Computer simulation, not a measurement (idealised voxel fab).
Process module heading - voxel transistor to metal
Displayed cross-section: cut, width of 150 nm, square cells sized 5 nm.
Think of the cross-section as a grid of square cells. We describe it in bands, top to bottom, and each band covers one or more rows of those cells.
Basically the band line says how high the top is and how high the bottom is, in nm, and then what's in it from left to right, every material with its width in nm. Empty space shows up as "empty", and if a single material carries "throughout" it runs the full band edge to edge.
A quick word on heights: they are counted from 0, and under that level the wafer as it came to us is one material throughout. The lowest band is different from the rest in having no bottom; it simply continues downward, written as in "0 and below".
Graded width ("30->40"): value in top row of band = first number; value in bottom row = second number; row-to-row change constant.
Any step labelled "stayed the same" changed none of the cells in the cross-section.
Under "Fully sealed cavities" you'll find the enclosed gaps, the ones with no way out to the top, that are 8 cells or bigger; each reads width x height at distance, with distance counted from the left edge, everything in nm.
Text after the settings on a step's line: the simulator's own remark on that step.
overlay nm: how far to the right of its planned place the mask lay on this masked step (negative: to the left).
Note on reading: below, each pair holds a cross-section from before one process step and one from after it; the one from after shows only down to the lowest band that changed. Beneath the pair, the step in between is stated along with its settings. The pairs can stem from different runs of this module on the same starting wafer. Where a pair's entry headed "Before processing" says so, and only there, that pair continues from the pair above it.
Before processing
    0 and below = Si throughout
    Fully sealed cavities: none
Post-Process Section
    5 down to 0 = SiO2 throughout
    Anything lower than 0 is untouched.
    Fully sealed cavities: none
The process step separating the two cross-sections depicted above is as follows: CONFORMAL_DEP (material SiO2; thk nm 5)
Before processing: this step begins from the cross-section that the pair just above shows after its step.
Post-Process Section
    15 down to 5 = SiN throughout
    Anything lower than 5 is untouched.
    Fully sealed cavities: none
The process step separating the two cross-sections depicted above is as follows: CONFORMAL_DEP (material SiN; thk nm 10)
Before processing: this step begins from the cross-section that the pair just above shows after its step.
Post-Process Section
    30 down to 15 = 15 of empty  115 of resist  20 of empty
    Anything lower than 15 is untouched.
    Fully sealed cavities: none
The process step separating the two cross-sections depicted above is as follows: PATTERN (tone cover; mask id ACTIVE; material resist; width nm 115; thk nm 15; overlay nm 0)
Before processing: this step begins from the cross-section that the pair just above shows after its step.
Post-Process Section
    30 down to 15 = 15 of empty  115 of resist  20 of empty
    15 down to 5 = 15 of empty  115 of SiN  20 of empty
    Anything lower than 5 is untouched.
    Fully sealed cavities: none
The process step separating the two cross-sections depicted above is as follows: DIRECTIONAL_ETCH (etch materials SiN; depth nm 10)
Before processing: this step begins from the cross-section that the pair just above shows after its step.
Post-Process Section
    30 down to 15 = 15 of empty  115 of resist  20 of empty
    15 down to 5 = 15 of empty  115 of SiN  20 of empty
    5 down to 0 = 15 of empty  115 of SiO2  20 of empty
    Anything lower than 0 is untouched.
    Fully sealed cavities: none
The process step separating the two cross-sections depicted above is as follows: DIRECTIONAL_ETCH (etch materials SiO2; depth nm 5)
Before processing: this step begins from the cross-section that the pair just above shows after its step.
Post-Process Section
    30 down to 15 = 15 of empty  115 of resist  20 of empty
    15 down to 5 = 15 of empty  115 of SiN  20 of empty
    5 down to 0 = 15 of empty  115 of SiO2  20 of empty
    0 down to -20 = 15 of empty  115 of Si  20 of empty
    Anything lower than -20 is untouched.
    Fully sealed cavities: none
The process step separating the two cross-sections depicted above is as follows: DIRECTIONAL_ETCH (etch materials Si; depth nm 20)
Before processing: this step begins from the cross-section that the pair just above shows after its step.
Post-Process Section
    15 down to 5 = 15 of empty  115 of SiN  20 of empty
    Anything lower than 5 is untouched.
    Fully sealed cavities: none
The process step separating the two cross-sections depicted above is as follows: STRIP (etch materials resist)
Before processing: this step begins from the cross-section that the pair just above shows after its step.
Post-Process Section
    30 down to 15 = SiO2 throughout
    15 down to 5 = 15 of SiO2  115 of SiN  20 of SiO2
    5 down to 0 = SiO2 throughout
    0 down to -20 = 15 of SiO2  115 of Si  20 of SiO2
    Anything lower than -20 is untouched.
    Fully sealed cavities: none
The process step separating the two cross-sections depicted above is as follows: FILL_DEP (material SiO2; thk nm 15)
Before processing: this step begins from the cross-section that the pair just above shows after its step.
Post-Process Section
    15 down to 5 = 15 of SiO2  115 of SiN  20 of SiO2
    Anything lower than 5 is untouched.
    Fully sealed cavities: none
The process step separating the two cross-sections depicted above is as follows: CMP (height nm 15)
Before processing: this step begins from the cross-section that the pair just above shows after its step.
Post-Process Section
    15 down to 5 = 15 of empty  115 of SiN  20 of empty
    Anything lower than 5 is untouched.
    Fully sealed cavities: none
The process step separating the two cross-sections depicted above is as follows: SELECTIVE_ETCH (etch materials SiO2; depth nm 10)
Before processing: this step begins from the cross-section that the pair just above shows after its step.
Post-Process Section
    5 down to 0 = SiO2 throughout
    Anything lower than 0 is untouched.
    Fully sealed cavities: none
The process step separating the two cross-sections depicted above is as follows: STRIP (etch materials SiN)
Before processing: this step begins from the cross-section that the pair just above shows after its step.
Post-Process Section
    0 down to -20 = 15 of SiO2  115 of Si  20 of SiO2
    Anything lower than -20 is untouched.
    Fully sealed cavities: none
The process step separating the two cross-sections depicted above is as follows: SELECTIVE_ETCH (etch materials SiO2; depth nm 5)
Before processing: this step begins from the cross-section that the pair just above shows after its step.
Post-Process Section
    0 down to -5 = SiO2 throughout
    Anything lower than -5 is untouched.
    Fully sealed cavities: none
The process step separating the two cross-sections depicted above is as follows: OXIDIZE (depth nm 5)
Before processing: this step begins from the cross-section that the pair just above shows after its step.
Post-Process Section
    20 down to 0 = polySi throughout
    Anything lower than 0 is untouched.
    Fully sealed cavities: none
The process step separating the two cross-sections depicted above is as follows: DIRECTIONAL_DEP (material polySi; thk nm 20)
Before processing: this step begins from the cross-section that the pair just above shows after its step.
Post-Process Section
    30 down to 20 = SiCN throughout
    Anything lower than 20 is untouched.
    Fully sealed cavities: none
The process step separating the two cross-sections depicted above is as follows: DIRECTIONAL_DEP (material SiCN; thk nm 10)
Before processing: this step begins from the cross-section that the pair just above shows after its step.
Post-Process Section
    40 down to 30 = aC throughout
    Anything lower than 30 is untouched.
    Fully sealed cavities: none
The process step separating the two cross-sections depicted above is as follows: DIRECTIONAL_DEP (material aC; thk nm 10)
Before processing: this step begins from the cross-section that the pair just above shows after its step.
Post-Process Section
    70 down to 40 = 55 of empty  35 of resist  60 of empty
    Anything lower than 40 is untouched.
    Fully sealed cavities: none
The process step separating the two cross-sections depicted above is as follows: PATTERN (tone cover; mask id GATE; material resist; width nm 35; thk nm 30; overlay nm 0)
Before processing: this step begins from the cross-section that the pair just above shows after its step.
Post-Process Section
    60 down to 40 = 55 of empty  35 of resist  60 of empty
    40 down to 30 = 55 of empty  35 of aC  60 of empty
    Anything lower than 30 is untouched.
    Fully sealed cavities: none
The process step separating the two cross-sections depicted above is as follows: DIRECTIONAL_ETCH (etch materials aC; depth nm 10)
Before processing: this step begins from the cross-section that the pair just above shows after its step.
Post-Process Section
    40 down to 30 = 55 of empty  35 of aC  60 of empty
    Anything lower than 30 is untouched.
    Fully sealed cavities: none
The process step separating the two cross-sections depicted above is as follows: STRIP (etch materials resist)
Before processing: this step begins from the cross-section that the pair just above shows after its step.
Post-Process Section
    40 down to 30 = 55 of empty  35 of aC  60 of empty
    30 down to 20 = 55 of empty  35 of SiCN  60 of empty
    Anything lower than 20 is untouched.
    Fully sealed cavities: none
The process step separating the two cross-sections depicted above is as follows: DIRECTIONAL_ETCH (etch materials SiCN; depth nm 20)
Before processing: this step begins from the cross-section that the pair just above shows after its step.
Post-Process Section
    40 down to 30 = 55 of empty  35 of aC  60 of empty
    30 down to 20 = 55 of empty  35 of SiCN  60 of empty
    20 down to 0 = 55 of empty  35 of polySi  60 of empty
    Anything lower than 0 is untouched.
    Fully sealed cavities: none
The process step separating the two cross-sections depicted above is as follows: DIRECTIONAL_ETCH (etch materials polySi; depth nm 30)
Before processing: this step begins from the cross-section that the pair just above shows after its step.
Post-Process Section
    30 down to 20 = 55 of empty  35 of SiCN  60 of empty
    Anything lower than 20 is untouched.
    Fully sealed cavities: none
The process step separating the two cross-sections depicted above is as follows: STRIP (etch materials aC)
Before processing: this step begins from the cross-section that the pair just above shows after its step.
Post-Process Section
    35 down to 30 = 50 of empty  45 of SiN  55 of empty
    30 down to 20 = 50 of empty  5 of SiN  35 of SiCN  5 of SiN  55 of empty
    20 down to 5 = 50 of empty  5 of SiN  35 of polySi  5 of SiN  55 of empty
    5 down to 0 = 55 of SiN  35 of polySi  60 of SiN
    Anything lower than 0 is untouched.
    Fully sealed cavities: none
The process step separating the two cross-sections depicted above is as follows: CONFORMAL_DEP (material SiN; thk nm 5)
Before processing: this step begins from the cross-section that the pair just above shows after its step.
Post-Process Section
    30 down to 20 = 50 of empty  5 of SiN  35 of SiCN  5 of SiN  55 of empty
    20 down to 0 = 50 of empty  5 of SiN  35 of polySi  5 of SiN  55 of empty
    Anything lower than 0 is untouched.
    Fully sealed cavities: none
The process step separating the two cross-sections depicted above is as follows: DIRECTIONAL_ETCH (etch materials SiN; depth nm 5)
Before processing: this step begins from the cross-section that the pair just above shows after its step.
Post-Process Section
    30 down to 20 = 50 of empty  5 of SiN  35 of SiCN  5 of SiN  55 of empty
    20 down to 0 = 50 of empty  5 of SiN  35 of polySi  5 of SiN  55 of empty
    0 down to -5 = 50 of empty  45 of SiO2  55 of empty
    Anything lower than -5 is untouched.
    Fully sealed cavities: none
The process step separating the two cross-sections depicted above is as follows: DIRECTIONAL_ETCH (etch materials SiO2; depth nm 5)
Before processing: this step begins from the cross-section that the pair just above shows after its step.
Post-Process Section
    30 down to 20 = 50 of empty  5 of SiN  35 of SiCN  5 of SiN  55 of empty
    20 down to 0 = 50 of empty  5 of SiN  35 of polySi  5 of SiN  55 of empty
    0 down to -5 = 50 of empty  45 of SiO2  55 of empty
    -5 down to -10 = 15 of SiO2  35 of empty  45 of Si  35 of empty  20 of SiO2
    Anything lower than -10 is untouched.
    Fully sealed cavities: none
The process step separating the two cross-sections depicted above is as follows: DIRECTIONAL_ETCH (etch materials Si; depth nm 5)
Before processing: this step begins from the cross-section that the pair just above shows after its step.
Post-Process Section
    30 down to 20 = 50 of empty  5 of SiN  35 of SiCN  5 of SiN  55 of empty
    20 down to 5 = 50 of empty  5 of SiN  35 of polySi  5 of SiN  55 of empty
    5 down to 0 = 40 of empty  10 of SiGe  5 of SiN  35 of polySi  5 of SiN  10 of SiGe  45 of empty
    0 down to -5 = 10 of empty  40 of SiGe  45 of SiO2  40 of SiGe  15 of empty
    -5 down to -10 = 15 of SiO2  35 of SiGe  45 of Si  35 of SiGe  20 of SiO2
    Anything lower than -10 is untouched.
    Fully sealed cavities: none
The process step separating the two cross-sections depicted above is as follows: EPI (material SiGe; thk nm 10)
Before processing: this step begins from the cross-section that the pair just above shows after its step.
Post-Process Section
    40 down to 30 = SiO2 throughout
    30 down to 20 = 50 of SiO2  5 of SiN  35 of SiCN  5 of SiN  55 of SiO2
    20 down to 5 = 50 of SiO2  5 of SiN  35 of polySi  5 of SiN  55 of SiO2
    5 down to 0 = 40 of SiO2  10 of SiGe  5 of SiN  35 of polySi  5 of SiN  10 of SiGe  45 of SiO2
    0 down to -5 = 10 of SiO2  40 of SiGe  45 of SiO2  40 of SiGe  15 of SiO2
    Anything lower than -5 is untouched.
    Fully sealed cavities: none
The process step separating the two cross-sections depicted above is as follows: FILL_DEP (material SiO2; thk nm 10)
Before processing: this step begins from the cross-section that the pair just above shows after its step.
Post-Process Section
    20 down to 5 = 50 of SiO2  5 of SiN  35 of polySi  5 of SiN  55 of SiO2
    Anything lower than 5 is untouched.
    Fully sealed cavities: none
The process step separating the two cross-sections depicted above is as follows: CMP (height nm 20)
Before processing: this step begins from the cross-section that the pair just above shows after its step.
Post-Process Section
    20 down to 5 = 50 of SiO2  5 of SiN  35 of empty  5 of SiN  55 of SiO2
    5 down to 0 = 40 of SiO2  10 of SiGe  5 of SiN  35 of empty  5 of SiN  10 of SiGe  45 of SiO2
    Anything lower than 0 is untouched.
    Fully sealed cavities: none
The process step separating the two cross-sections depicted above is as follows: STRIP (etch materials polySi)
Before processing: this step begins from the cross-section that the pair just above shows after its step.
Post-Process Section
    20 down to 15 = 50 of empty  5 of SiN  35 of empty  5 of SiN  55 of empty
    15 down to 5 = 50 of SiO2  5 of SiN  35 of empty  5 of SiN  55 of SiO2
    5 down to 0 = 40 of SiO2  10 of SiGe  5 of SiN  35 of empty  5 of SiN  10 of SiGe  45 of SiO2
    0 down to -5 = 10 of SiO2  40 of SiGe  45 of empty  40 of SiGe  15 of SiO2
    Anything lower than -5 is untouched.
    Fully sealed cavities: none
The process step separating the two cross-sections depicted above is as follows: SELECTIVE_ETCH (etch materials SiO2; depth nm 5)
Before processing: this step begins from the cross-section that the pair just above shows after its step.
Post-Process Section
    25 down to 20 = 45 of empty  15 of HfO2  25 of empty  15 of HfO2  50 of empty
    20 down to 15 = 50 of HfO2  5 of SiN  5 of HfO2  25 of empty  5 of HfO2  5 of SiN  55 of HfO2
    15 down to 5 = 50 of SiO2  5 of SiN  5 of HfO2  25 of empty  5 of HfO2  5 of SiN  55 of SiO2
    5 down to 0 = 40 of SiO2  10 of SiGe  5 of SiN  5 of HfO2  25 of empty  5 of HfO2  5 of SiN  10 of SiGe  45 of SiO2
    0 down to -5 = 10 of SiO2  40 of SiGe  45 of HfO2  40 of SiGe  15 of SiO2
    Anything lower than -5 is untouched.
    Fully sealed cavities: none
The process step separating the two cross-sections depicted above is as follows: CONFORMAL_DEP (material HfO2; thk nm 5)
Before processing: this step begins from the cross-section that the pair just above shows after its step.
Post-Process Section
    30 down to 25 = 40 of empty  25 of TiN  15 of empty  25 of TiN  45 of empty
    25 down to 20 = 45 of TiN  15 of HfO2  5 of TiN  15 of empty  5 of TiN  15 of HfO2  50 of TiN
    20 down to 15 = 50 of HfO2  5 of SiN  5 of HfO2  5 of TiN  15 of empty  5 of TiN  5 of HfO2  5 of SiN  55 of HfO2
    15 down to 5 = 50 of SiO2  5 of SiN  5 of HfO2  5 of TiN  15 of empty  5 of TiN  5 of HfO2  5 of SiN  55 of SiO2
    5 down to 0 = 40 of SiO2  10 of SiGe  5 of SiN  5 of HfO2  25 of TiN  5 of HfO2  5 of SiN  10 of SiGe  45 of SiO2
    Anything lower than 0 is untouched.
    Fully sealed cavities: none
The process step separating the two cross-sections depicted above is as follows: CONFORMAL_DEP (material TiN; thk nm 5)
Before processing: this step begins from the cross-section that the pair just above shows after its step.
Post-Process Section
    35 down to 30 = W throughout
    30 down to 25 = 40 of W  25 of TiN  15 of W  25 of TiN  45 of W
    25 down to 20 = 45 of TiN  15 of HfO2  5 of TiN  15 of W  5 of TiN  15 of HfO2  50 of TiN
    20 down to 15 = 50 of HfO2  5 of SiN  5 of HfO2  5 of TiN  15 of W  5 of TiN  5 of HfO2  5 of SiN  55 of HfO2
    15 down to 5 = 50 of SiO2  5 of SiN  5 of HfO2  5 of TiN  15 of W  5 of TiN  5 of HfO2  5 of SiN  55 of SiO2
    Anything lower than 5 is untouched.
    Fully sealed cavities: none
The process step separating the two cross-sections depicted above is as follows: FILL_DEP (material W; thk nm 5)
Before processing: this step begins from the cross-section that the pair just above shows after its step.
Post-Process Section
    15 down to 5 = 50 of SiO2  5 of SiN  5 of HfO2  5 of TiN  15 of W  5 of TiN  5 of HfO2  5 of SiN  55 of SiO2
    Anything lower than 5 is untouched.
    Fully sealed cavities: none
The process step separating the two cross-sections depicted above is as follows: CMP (height nm 15)
Before processing: this step begins from the cross-section that the pair just above shows after its step.
Post-Process Section
    25 down to 15 = SiO2 throughout
    Anything lower than 15 is untouched.
    Fully sealed cavities: none
The process step separating the two cross-sections depicted above is as follows: DIRECTIONAL_DEP (material SiO2; thk nm 10)
Before processing: this step begins from the cross-section that the pair just above shows after its step.
Post-Process Section
    45 down to 25 = 20 of resist  15 of empty  75 of resist  15 of empty  25 of resist
    Anything lower than 25 is untouched.
    Fully sealed cavities: none
The process step separating the two cross-sections depicted above is as follows: PATTERN (tone open; mask id CONTACT; material resist; width nm 15; pitch nm 90; thk nm 20; overlay nm 0)
Before processing: this step begins from the cross-section that the pair just above shows after its step.
Post-Process Section
    45 down to 25 = 20 of resist  15 of empty  75 of resist  15 of empty  25 of resist
    25 down to 15 = 20 of SiO2  15 of empty  75 of SiO2  15 of empty  25 of SiO2
    15 down to 5 = 20 of SiO2  15 of empty  15 of SiO2  5 of SiN  5 of HfO2  5 of TiN  15 of W  5 of TiN  5 of HfO2  5 of SiN  15 of SiO2  15 of empty  25 of SiO2
    5 down to 0 = 20 of SiO2  15 of empty  5 of SiO2  10 of SiGe  5 of SiN  5 of HfO2  25 of TiN  5 of HfO2  5 of SiN  10 of SiGe  5 of SiO2  15 of empty  25 of SiO2
    Anything lower than 0 is untouched.
    Fully sealed cavities: none
The process step separating the two cross-sections depicted above is as follows: DIRECTIONAL_ETCH (etch materials SiO2; depth nm 25)
Before processing: this step begins from the cross-section that the pair just above shows after its step.
Post-Process Section
    25 down to 15 = 20 of SiO2  15 of empty  75 of SiO2  15 of empty  25 of SiO2
    Anything lower than 15 is untouched.
    Fully sealed cavities: none
The process step separating the two cross-sections depicted above is as follows: STRIP (etch materials resist)
Before processing: this step begins from the cross-section that the pair just above shows after its step.
Post-Process Section
    30 down to 25 = 25 of TiN  5 of empty  85 of TiN  5 of empty  30 of TiN
    25 down to 15 = 20 of SiO2  5 of TiN  5 of empty  5 of TiN  75 of SiO2  5 of TiN  5 of empty  5 of TiN  25 of SiO2
    15 down to 5 = 20 of SiO2  5 of TiN  5 of empty  5 of TiN  15 of SiO2  5 of SiN  5 of HfO2  5 of TiN  15 of W  5 of TiN  5 of HfO2  5 of SiN  15 of SiO2  5 of TiN  5 of empty  5 of TiN  25 of SiO2
    5 down to 0 = 20 of SiO2  15 of TiN  5 of SiO2  10 of SiGe  5 of SiN  5 of HfO2  25 of TiN  5 of HfO2  5 of SiN  10 of SiGe  5 of SiO2  15 of TiN  25 of SiO2
    Anything lower than 0 is untouched.
    Fully sealed cavities: none
The process step separating the two cross-sections depicted above is as follows: CONFORMAL_DEP (material TiN; thk nm 5)
Before processing: this step begins from the cross-section that the pair just above shows after its step.
Post-Process Section
    35 down to 30 = W throughout
    30 down to 25 = 25 of TiN  5 of W  85 of TiN  5 of W  30 of TiN
    25 down to 15 = 20 of SiO2  5 of TiN  5 of W  5 of TiN  75 of SiO2  5 of TiN  5 of W  5 of TiN  25 of SiO2
    15 down to 5 = 20 of SiO2  5 of TiN  5 of W  5 of TiN  15 of SiO2  5 of SiN  5 of HfO2  5 of TiN  15 of W  5 of TiN  5 of HfO2  5 of SiN  15 of SiO2  5 of TiN  5 of W  5 of TiN  25 of SiO2
    Anything lower than 5 is untouched.
    Fully sealed cavities: none
The process step separating the two cross-sections depicted above is as follows: FILL_DEP (material W; thk nm 5)
Before processing: this step begins from the cross-section that the pair just above shows after its step.
Post-Process Section
    25 down to 15 = 20 of SiO2  5 of TiN  5 of W  5 of TiN  75 of SiO2  5 of TiN  5 of W  5 of TiN  25 of SiO2
    Anything lower than 15 is untouched.
    Fully sealed cavities: none
The process step separating the two cross-sections depicted above is as follows: CMP (height nm 25)
Before processing: this step begins from the cross-section that the pair just above shows after its step.
Post-Process Section
    30 down to 25 = SiCN throughout
    Anything lower than 25 is untouched.
    Fully sealed cavities: none
The process step separating the two cross-sections depicted above is as follows: CONFORMAL_DEP (material SiCN; thk nm 5)
Before processing: this step begins from the cross-section that the pair just above shows after its step.
Post-Process Section
    50 down to 30 = lowk throughout
    Anything lower than 30 is untouched.
    Fully sealed cavities: none
The process step separating the two cross-sections depicted above is as follows: DIRECTIONAL_DEP (material lowk; thk nm 20)
Before processing: this step begins from the cross-section that the pair just above shows after its step.
Post-Process Section
    65 down to 50 = 20 of resist  15 of empty  75 of resist  15 of empty  25 of resist
    Anything lower than 50 is untouched.
    Fully sealed cavities: none
The process step separating the two cross-sections depicted above is as follows: PATTERN (tone open; mask id METAL_1; material resist; width nm 15; pitch nm 90; thk nm 15; overlay nm 0)
Before processing: this step begins from the cross-section that the pair just above shows after its step.
Post-Process Section
    65 down to 50 = 20 of resist  15 of empty  75 of resist  15 of empty  25 of resist
    50 down to 30 = 20 of lowk  15 of empty  75 of lowk  15 of empty  25 of lowk
    Anything lower than 30 is untouched.
    Fully sealed cavities: none
The process step separating the two cross-sections depicted above is as follows: DIRECTIONAL_ETCH (etch materials lowk; depth nm 20)
Before processing: this step begins from the cross-section that the pair just above shows after its step.
Post-Process Section
    65 down to 50 = 20 of resist  15 of empty  75 of resist  15 of empty  25 of resist
    50 down to 30 = 20 of lowk  15 of empty  75 of lowk  15 of empty  25 of lowk
    30 down to 25 = 20 of SiCN  15 of empty  75 of SiCN  15 of empty  25 of SiCN
    Anything lower than 25 is untouched.
    Fully sealed cavities: none
The process step separating the two cross-sections depicted above is as follows: DIRECTIONAL_ETCH (etch materials SiCN; depth nm 5)
Before processing: this step begins from the cross-section that the pair just above shows after its step.
Post-Process Section
    50 down to 30 = 20 of lowk  15 of empty  75 of lowk  15 of empty  25 of lowk
    Anything lower than 30 is untouched.
    Fully sealed cavities: none
The process step separating the two cross-sections depicted above is as follows: STRIP (etch materials resist)
Before processing: this step begins from the cross-section that the pair just above shows after its step.
Post-Process Section
    55 down to 50 = 25 of TiN  5 of empty  85 of TiN  5 of empty  30 of TiN
    50 down to 30 = 20 of lowk  5 of TiN  5 of empty  5 of TiN  75 of lowk  5 of TiN  5 of empty  5 of TiN  25 of lowk
    30 down to 25 = 20 of SiCN  15 of TiN  75 of SiCN  15 of TiN  25 of SiCN
    Anything lower than 25 is untouched.
    Fully sealed cavities: none
The process step separating the two cross-sections depicted above is as follows: CONFORMAL_DEP (material TiN; thk nm 5)
Before processing: this step begins from the cross-section that the pair just above shows after its step.
Post-Process Section
    60 down to 55 = Ru throughout
    55 down to 50 = 25 of TiN  5 of Ru  85 of TiN  5 of Ru  30 of TiN
    50 down to 30 = 20 of lowk  5 of TiN  5 of Ru  5 of TiN  75 of lowk  5 of TiN  5 of Ru  5 of TiN  25 of lowk
    Anything lower than 30 is untouched.
    Fully sealed cavities: none
The process step separating the two cross-sections depicted above is as follows: FILL_DEP (material Ru; thk nm 5)
Before processing: this step begins from the cross-section that the pair just above shows after its step.
Post-Process Section
    50 down to 30 = 20 of lowk  5 of TiN  5 of Ru  5 of TiN  75 of lowk  5 of TiN  5 of Ru  5 of TiN  25 of lowk
    Anything lower than 30 is untouched.
    Fully sealed cavities: none
The process step separating the two cross-sections depicted above is as follows: CMP (height nm 50)
Before processing: this step begins from the cross-section that the pair just above shows after its step.
Post-Process Section
    55 down to 50 = 15 of empty  25 of Ru  65 of empty  25 of Ru  20 of empty
    Anything lower than 50 is untouched.
    Fully sealed cavities: none
The process step separating the two cross-sections depicted above is as follows: EPI (material Ru; thk nm 5)
Before processing: this step begins from the cross-section that the pair just above shows after its step.
Post-Process Section
    60 down to 55 = SiCN throughout
    55 down to 50 = 15 of SiCN  25 of Ru  65 of SiCN  25 of Ru  20 of SiCN
    Anything lower than 50 is untouched.
    Fully sealed cavities: none
The process step separating the two cross-sections depicted above is as follows: FILL_DEP (material SiCN; thk nm 5)
Before processing
    30 down to 15 = SiO2 throughout
    15 down to 5 = 15 of SiO2  115 of SiN  20 of SiO2
    5 down to 0 = SiO2 throughout
    0 down to -20 = 15 of SiO2  115 of Si  20 of SiO2
    -20 and below = Si throughout
    Fully sealed cavities: none
Post-Process Section
    20 down to 15 = SiO2 throughout
    Anything lower than 15 is untouched.
    Fully sealed cavities: none
The process step separating the two cross-sections depicted above is as follows: SELECTIVE_ETCH (etch materials SiO2; depth nm 10)
Before processing: this step begins from the cross-section that the pair just above shows after its step.
Post-Process Section
    15 down to 5 = 15 of SiO2  115 of SiN  20 of SiO2
    Anything lower than 5 is untouched.
    Fully sealed cavities: none
The process step separating the two cross-sections depicted above is as follows: SELECTIVE_ETCH (etch materials SiO2; depth nm 5)
Before processing: this step begins from the cross-section that the pair just above shows after its step.
Post-Process Section
    35 down to 15 = polySi throughout
    Anything lower than 15 is untouched.
    Fully sealed cavities: none
The process step separating the two cross-sections depicted above is as follows: DIRECTIONAL_DEP (material polySi; thk nm 20)
Before processing: this step begins from the cross-section that the pair just above shows after its step.
Post-Process Section
    45 down to 35 = SiCN throughout
    Anything lower than 35 is untouched.
    Fully sealed cavities: none
The process step separating the two cross-sections depicted above is as follows: DIRECTIONAL_DEP (material SiCN; thk nm 10)
Before processing: this step begins from the cross-section that the pair just above shows after its step.
Post-Process Section
    55 down to 45 = aC throughout
    Anything lower than 45 is untouched.
    Fully sealed cavities: none
The process step separating the two cross-sections depicted above is as follows: DIRECTIONAL_DEP (material aC; thk nm 10)
Before processing: this step begins from the cross-section that the pair just above shows after its step.
Post-Process Section
    85 down to 55 = 55 of empty  35 of resist  60 of empty
    Anything lower than 55 is untouched.
    Fully sealed cavities: none
The process step separating the two cross-sections depicted above is as follows: PATTERN (tone cover; mask id GATE; material resist; width nm 35; thk nm 30; overlay nm 0)
Before processing: this step begins from the cross-section that the pair just above shows after its step.
Post-Process Section
    75 down to 55 = 55 of empty  35 of resist  60 of empty
    55 down to 45 = 55 of empty  35 of aC  60 of empty
    Anything lower than 45 is untouched.
    Fully sealed cavities: none
The process step separating the two cross-sections depicted above is as follows: DIRECTIONAL_ETCH (etch materials aC; depth nm 10)
Before processing: this step begins from the cross-section that the pair just above shows after its step.
Post-Process Section
    55 down to 45 = 55 of empty  35 of aC  60 of empty
    Anything lower than 45 is untouched.
    Fully sealed cavities: none
The process step separating the two cross-sections depicted above is as follows: STRIP (etch materials resist)
Before processing: this step begins from the cross-section that the pair just above shows after its step.
Post-Process Section
    55 down to 45 = 55 of empty  35 of aC  60 of empty
    45 down to 35 = 55 of empty  35 of SiCN  60 of empty
    Anything lower than 35 is untouched.
    Fully sealed cavities: none
The process step separating the two cross-sections depicted above is as follows: DIRECTIONAL_ETCH (etch materials SiCN; depth nm 20)
Before processing: this step begins from the cross-section that the pair just above shows after its step.
Post-Process Section
    55 down to 45 = 55 of empty  35 of aC  60 of empty
    45 down to 35 = 55 of empty  35 of SiCN  60 of empty
    35 down to 15 = 55 of empty  35 of polySi  60 of empty
    Anything lower than 15 is untouched.
    Fully sealed cavities: none
The process step separating the two cross-sections depicted above is as follows: DIRECTIONAL_ETCH (etch materials polySi; depth nm 30)
Before processing: this step begins from the cross-section that the pair just above shows after its step.
Post-Process Section
    45 down to 35 = 55 of empty  35 of SiCN  60 of empty
    Anything lower than 35 is untouched.
    Fully sealed cavities: none
The process step separating the two cross-sections depicted above is as follows: STRIP (etch materials aC)
Before processing: this step begins from the cross-section that the pair just above shows after its step.
Post-Process Section
    50 down to 45 = 50 of empty  45 of SiN  55 of empty
    45 down to 35 = 50 of empty  5 of SiN  35 of SiCN  5 of SiN  55 of empty
    35 down to 20 = 50 of empty  5 of SiN  35 of polySi  5 of SiN  55 of empty
    20 down to 15 = 55 of SiN  35 of polySi  60 of SiN
    Anything lower than 15 is untouched.
    Fully sealed cavities: none
The process step separating the two cross-sections depicted above is as follows: CONFORMAL_DEP (material SiN; thk nm 5)
Before processing: this step begins from the cross-section that the pair just above shows after its step.
Post-Process Section
    45 down to 35 = 50 of empty  5 of SiN  35 of SiCN  5 of SiN  55 of empty
    35 down to 15 = 50 of empty  5 of SiN  35 of polySi  5 of SiN  55 of empty
    Anything lower than 15 is untouched.
    Fully sealed cavities: none
The process step separating the two cross-sections depicted above is as follows: DIRECTIONAL_ETCH (etch materials SiN; depth nm 5)
Before processing: this step begins from the cross-section that the pair just above shows after its step.
Post-Process Section
    45 down to 35 = 50 of empty  5 of SiN  35 of SiCN  5 of SiN  55 of empty
    35 down to 15 = 50 of empty  5 of SiN  35 of polySi  5 of SiN  55 of empty
    15 down to 10 = 15 of empty  115 of SiN  20 of empty
    Anything lower than 10 is untouched.
    Fully sealed cavities: none
The process step separating the two cross-sections depicted above is as follows: DIRECTIONAL_ETCH (etch materials SiO2; depth nm 5)
Before processing: this step begins from the cross-section that the pair just above shows after its step.
Post-Process Section
    55 down to 45 = SiO2 throughout
    45 down to 35 = 50 of SiO2  5 of SiN  35 of SiCN  5 of SiN  55 of SiO2
    35 down to 15 = 50 of SiO2  5 of SiN  35 of polySi  5 of SiN  55 of SiO2
    15 down to 5 = 15 of SiO2  115 of SiN  20 of SiO2
    Anything lower than 5 is untouched.
    Fully sealed cavities: none
The process step separating the two cross-sections depicted above is as follows: FILL_DEP (material SiO2; thk nm 10)
Before processing: this step begins from the cross-section that the pair just above shows after its step.
Post-Process Section
    20 down to 15 = 50 of SiO2  5 of SiN  35 of polySi  5 of SiN  55 of SiO2
    Anything lower than 15 is untouched.
    Fully sealed cavities: none
The process step separating the two cross-sections depicted above is as follows: CMP (height nm 20)
Before processing: this step begins from the cross-section that the pair just above shows after its step.
Post-Process Section
    20 down to 15 = 50 of SiO2  5 of SiN  35 of empty  5 of SiN  55 of SiO2
    Anything lower than 15 is untouched.
    Fully sealed cavities: none
The process step separating the two cross-sections depicted above is as follows: STRIP (etch materials polySi)
Before processing: this step begins from the cross-section that the pair just above shows after its step.
Post-Process Section
    20 down to 15 = 50 of empty  5 of SiN  35 of empty  5 of SiN  55 of empty
    Anything lower than 15 is untouched.
    Fully sealed cavities: none
The process step separating the two cross-sections depicted above is as follows: SELECTIVE_ETCH (etch materials SiO2; depth nm 5)
Before processing: this step begins from the cross-section that the pair just above shows after its step.
Post-Process Section
    25 down to 20 = 45 of empty  15 of HfO2  25 of empty  15 of HfO2  50 of empty
    20 down to 15 = 50 of HfO2  5 of SiN  35 of HfO2  5 of SiN  55 of HfO2
    Anything lower than 15 is untouched.
    Fully sealed cavities: none
The process step separating the two cross-sections depicted above is as follows: CONFORMAL_DEP (material HfO2; thk nm 5)
Before processing: this step begins from the cross-section that the pair just above shows after its step.
Post-Process Section
    30 down to 25 = 40 of empty  25 of TiN  15 of empty  25 of TiN  45 of empty
    25 down to 20 = 45 of TiN  15 of HfO2  25 of TiN  15 of HfO2  50 of TiN
    Anything lower than 20 is untouched.
    Fully sealed cavities: none
The process step separating the two cross-sections depicted above is as follows: CONFORMAL_DEP (material TiN; thk nm 5)
Before processing: this step begins from the cross-section that the pair just above shows after its step.
Post-Process Section
    35 down to 30 = W throughout
    30 down to 25 = 40 of W  25 of TiN  15 of W  25 of TiN  45 of W
    Anything lower than 25 is untouched.
    Fully sealed cavities: none
The process step separating the two cross-sections depicted above is as follows: FILL_DEP (material W; thk nm 5)
